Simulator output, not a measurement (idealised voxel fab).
process module | voxel air gaps
cross-section cut | 210 nm wide | cells 5 nm
A cross-section is a grid of square cells, given in bands from the top down. A band is one or more rows of cells.
Each band's line starts with the height of the band's top and of its bottom, in nm. Then come its materials from left to right, each with its width in nm. One material with "throughout" fills the band from edge to edge. "air" is empty space.
Height 0 is the level under which the wafer as received is all one material. The lowest band goes on downwards, as in "0 down".
A width such as "30 to 40" changes by the same amount from each row of cells to the next, from the band's top row to its bottom row.
"no change" after a step means that no cell of the cross-section changed.
closed voids: empty space of 8 cells or more with no open way to the top, each as width x height at its distance from the left edge, in nm
after a step's settings: what the simulator itself notes on the step
overlay nm, on a step with a mask: how far to the right of its planned place the mask lay; to the left if negative
plan
1 op RECEIVE | material Si
2 op CONFORMAL_DEP | material SiO2 | thk nm 10
3 op CONFORMAL_DEP | material SiN | thk nm 5
4 op DIRECTIONAL_DEP | material SiO2 | thk nm 30
5 op PATTERN | tone open | mask id LINES | material resist | width nm 20 | pitch nm 45 | thk nm 20 | overlay nm 0
6 op DIRECTIONAL_ETCH | etch materials SiO2 | depth nm 30
7 op STRIP | etch materials resist
8 op CONFORMAL_DEP | material TiN | thk nm 5
9 op FILL_DEP | material Cu | thk nm 10
10 op CMP | height nm 45
11 op EPI | material Ru | thk nm 10
12 op SELECTIVE_ETCH | etch materials SiO2 | depth nm 40
13 op CONFORMAL_DEP | material SiCN | thk nm 5
as received, after step 1
  0 down: Si throughout
  closed voids: none
a wafer at the end: this start, this plan, one mistake
  60 to 55: SiCN throughout
  55 to 45: Ru throughout
  45 to 20: Cu 20 | TiN 5 | SiO2 20 | TiN 5 | Cu 15 | TiN 5 | SiO2 20 | TiN 5 | Cu 15 | TiN 5 | SiO2 20 | TiN 5 | Cu 15 | TiN 5 | SiO2 20 | TiN 5 | Cu 25
  20 to 15: TiN 25 | SiO2 20 | TiN 25 | SiO2 20 | TiN 25 | SiO2 20 | TiN 25 | SiO2 20 | TiN 30
  15 to 10: SiN throughout
  10 to 0: SiO2 throughout
  0 down: Si throughout
  closed voids: none
what went wrong: step 5 ran as: op PATTERN | tone cover | mask id LINES | material resist | width nm 20 | pitch nm 45 | thk nm 20 | overlay nm 0
